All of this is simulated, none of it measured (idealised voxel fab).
The process module presented herein is designated voxel transistor to metal.
Xsec cut, 155 nm wide, square cell size 5 nm.
For the purposes of this document, a cross-section shall be understood as a grid of square cells, specified as bands listed in top-to-bottom order, each band consisting of one or more rows of cells.
Band entry format. Leading values: height of top, height of bottom, nm. Remainder: materials in left-to-right order, each with its width in nm. Special words: "throughout" on a single material, which then fills the band edge to edge; "air", empty space.
Height reference: 0 = level under which incoming wafer is all one material. Lowest band: no bottom, runs on downward, e.g. "top 0, no bottom".
Width: "30..40" (first number = top row, second number = bottom row, same change from row to row of cells).
"everything unchanged" (step): cross-section cells unchanged, all of them.
Basically, "Enclosed voids" tells you about the enclosed voids: empty spaces with no open way to the top, 8 cells or bigger, each written width x height at distance, where distance is from the left edge, all in nm.
Note: text after step settings on the step line = simulator remark on that step.
The setting "overlay nm" may be written on the line of a step. When the step uses a mask, the value reports how far to the right of the planned place the mask lay, and a negative value reports that it lay to the left.

[Process steps foreseen in the plan]
1: RECEIVE [material Si]
2: CONFORMAL_DEP [material SiO2] [thk nm 5]
3: CONFORMAL_DEP [material SiN] [thk nm 15]
4: MASKED_ETCH [tone cover] [mask id ACTIVE] [width nm 95] [etch materials SiN] [depth nm 15] [overlay nm 0]
5: MASKED_ETCH [tone cover] [mask id ACTIVE] [width nm 95] [etch materials SiO2] [depth nm 5] [overlay nm 0]
6: MASKED_ETCH [tone cover] [mask id ACTIVE] [width nm 95] [etch materials Si] [depth nm 25] [overlay nm 0]
7: FILL_DEP [material SiO2] [thk nm 5]
8: CMP [height nm 20]
9: SELECTIVE_ETCH [etch materials SiO2] [depth nm 15]
10: STRIP [etch materials SiN]
11: SELECTIVE_ETCH [etch materials SiO2] [depth nm 5]
12: OXIDIZE [depth nm 5]
13: DIRECTIONAL_DEP [material polySi] [thk nm 20]
14: DIRECTIONAL_DEP [material SiCN] [thk nm 10]
15: DIRECTIONAL_DEP [material aC] [thk nm 10]
16: PATTERN [tone cover] [mask id GATE] [material resist] [width nm 25] [thk nm 25] [overlay nm 0]
17: DIRECTIONAL_ETCH [etch materials aC] [depth nm 10]
18: STRIP [etch materials resist]
19: DIRECTIONAL_ETCH [etch materials SiCN] [depth nm 20]
20: DIRECTIONAL_ETCH [etch materials polySi] [depth nm 30]
21: STRIP [etch materials aC]
22: CONFORMAL_DEP [material SiO2] [thk nm 5]
23: DIRECTIONAL_ETCH [etch materials SiO2] [depth nm 5]
24: CONFORMAL_DEP [material SiN] [thk nm 5]
25: DIRECTIONAL_ETCH [etch materials SiN] [depth nm 5]
26: DIRECTIONAL_ETCH [etch materials SiO2] [depth nm 5]
27: EPI [material pSi] [thk nm 5]
28: FILL_DEP [material SiO2] [thk nm 10]
29: CMP [height nm 20]
30: STRIP [etch materials polySi]
31: SELECTIVE_ETCH [etch materials SiO2] [depth nm 5]
32: CONFORMAL_DEP [material HfO2] [thk nm 5]
33: CONFORMAL_DEP [material TiN] [thk nm 5]
34: FILL_DEP [material W] [thk nm 5]
35: CMP [height nm 15]
36: DIRECTIONAL_DEP [material SiO2] [thk nm 15]
37: MASKED_ETCH [tone open] [mask id CONTACT] [width nm 15] [pitch nm 70] [etch materials SiO2] [depth nm 30] [overlay nm 0]
38: CONFORMAL_DEP [material TiN] [thk nm 5]
39: FILL_DEP [material Ru] [thk nm 5]
40: CMP [height nm 30]
41: DIRECTIONAL_DEP [material TiN] [thk nm 5]
42: DIRECTIONAL_DEP [material W] [thk nm 15]
43: PATTERN [tone cover] [mask id METAL_1] [material resist] [width nm 15] [pitch nm 70] [thk nm 15] [overlay nm 0]
44: DIRECTIONAL_ETCH [etch materials W] [depth nm 15]
45: DIRECTIONAL_ETCH [etch materials TiN] [depth nm 5]
46: STRIP [etch materials resist]
47: CONFORMAL_DEP [material SiCN] [thk nm 5]
48: FILL_DEP [material SiO2] [thk nm 5]
49: CMP [height nm 50]
50: CONFORMAL_DEP [material SiCN] [thk nm 5]
51: DIRECTIONAL_DEP [material SiO2] [thk nm 35]
52: PATTERN [tone open] [mask id METAL_2] [material resist] [width nm 15] [pitch nm 70] [thk nm 20] [overlay nm 0]
53: DIRECTIONAL_ETCH [etch materials SiO2] [depth nm 20]
54: STRIP [etch materials resist]
55: PATTERN [tone open] [mask id METAL_2_HOLES] [material resist] [width nm 15] [pitch nm 70] [thk nm 15] [overlay nm 0]
56: DIRECTIONAL_ETCH [etch materials SiO2] [depth nm 15]
57: DIRECTIONAL_ETCH [etch materials SiCN] [depth nm 5]
58: STRIP [etch materials resist]
59: CONFORMAL_DEP [material TiN] [thk nm 5]
60: FILL_DEP [material Ru] [thk nm 5]
61: CMP [height nm 90]
62: CONFORMAL_DEP [material SiCN] [thk nm 5]

[Cross-section of the wafer at receipt, which is the condition after step 1]
top 0, no bottom = Si throughout
Enclosed voids: none

[Looking at the first of two wafers in cross-section at end of module - ran to plan]
top 95, bottom 90 = SiCN throughout
top 90, bottom 55 = SiO2 35, TiN 5, Ru 5, TiN 5, SiO2 55, TiN 5, Ru 5, TiN 5, SiO2 35
top 55, bottom 50 = SiCN 35, TiN 15, SiCN 55, TiN 15, SiCN 35
top 50, bottom 35 = SiO2 30, SiCN 5, W 15, SiCN 5, SiO2 45, SiCN 5, W 15, SiCN 5, SiO2 30
top 35, bottom 30 = SiCN 35, TiN 15, SiCN 55, TiN 15, SiCN 35
top 30, bottom 15 = SiO2 35, TiN 5, Ru 5, TiN 5, SiO2 55, TiN 5, Ru 5, TiN 5, SiO2 35
top 15, bottom 5 = SiO2 35, TiN 5, Ru 5, TiN 5, SiO2 5, SiN 5, HfO2 5, TiN 5, W 15, TiN 5, HfO2 5, SiN 5, SiO2 5, TiN 5, Ru 5, TiN 5, SiO2 35
top 5, bottom 0 = SiO2 35, TiN 15, SiO2 5, SiN 5, HfO2 5, TiN 25, HfO2 5, SiN 5, SiO2 5, TiN 15, SiO2 35
top 0, bottom -5 = SiO2 25, pSi 30, SiO2 5, HfO2 35, SiO2 5, pSi 30, SiO2 25
top -5, bottom -25 = SiO2 30, Si 95, SiO2 30
top -25, no bottom = Si throughout
Enclosed voids: none

[This is the second of the two wafers, cross-sectioned at the end of the module; it started exactly like the first and was given the same plan, but it was run with one mistake]
top 95, bottom 90 = SiCN throughout
top 90, bottom 55 = SiO2 35, TiN 5, Ru 5, TiN 5, SiO2 55, TiN 5, Ru 5, TiN 5, SiO2 35
top 55, bottom 50 = SiCN 35, TiN 15, SiCN 55, TiN 15, SiCN 35
top 50, bottom 35 = SiO2 30, SiCN 5, W 15, SiCN 5, SiO2 45, SiCN 5, W 15, SiCN 5, SiO2 30
top 35, bottom 30 = SiCN 35, TiN 15, SiCN 55, TiN 15, SiCN 35
top 30, bottom 15 = SiO2 35, TiN 5, Ru 5, TiN 5, SiO2 55, TiN 5, Ru 5, TiN 5, SiO2 35
top 15, bottom 5 = SiO2 35, TiN 5, Ru 5, TiN 5, SiO2 10, HfO2 5, TiN 5, W 15, TiN 5, HfO2 5, SiO2 10, TiN 5, Ru 5, TiN 5, SiO2 35
top 5, bottom 0 = SiO2 35, TiN 15, SiO2 10, HfO2 5, TiN 25, HfO2 5, SiO2 10, TiN 15, SiO2 35
top 0, bottom -5 = SiO2 25, pSi 35, HfO2 35, pSi 35, SiO2 25
top -5, bottom -25 = SiO2 30, Si 95, SiO2 30
top -25, no bottom = Si throughout
Enclosed voids: none
What went wrong in running the wafer? the plan's step 24 went unexecuted, having been skipped
End check, counted in cells, second wafer has more or fewer of these materials than the first: SiN: 6 fewer; SiO2: 4 more; pSi: 2 more
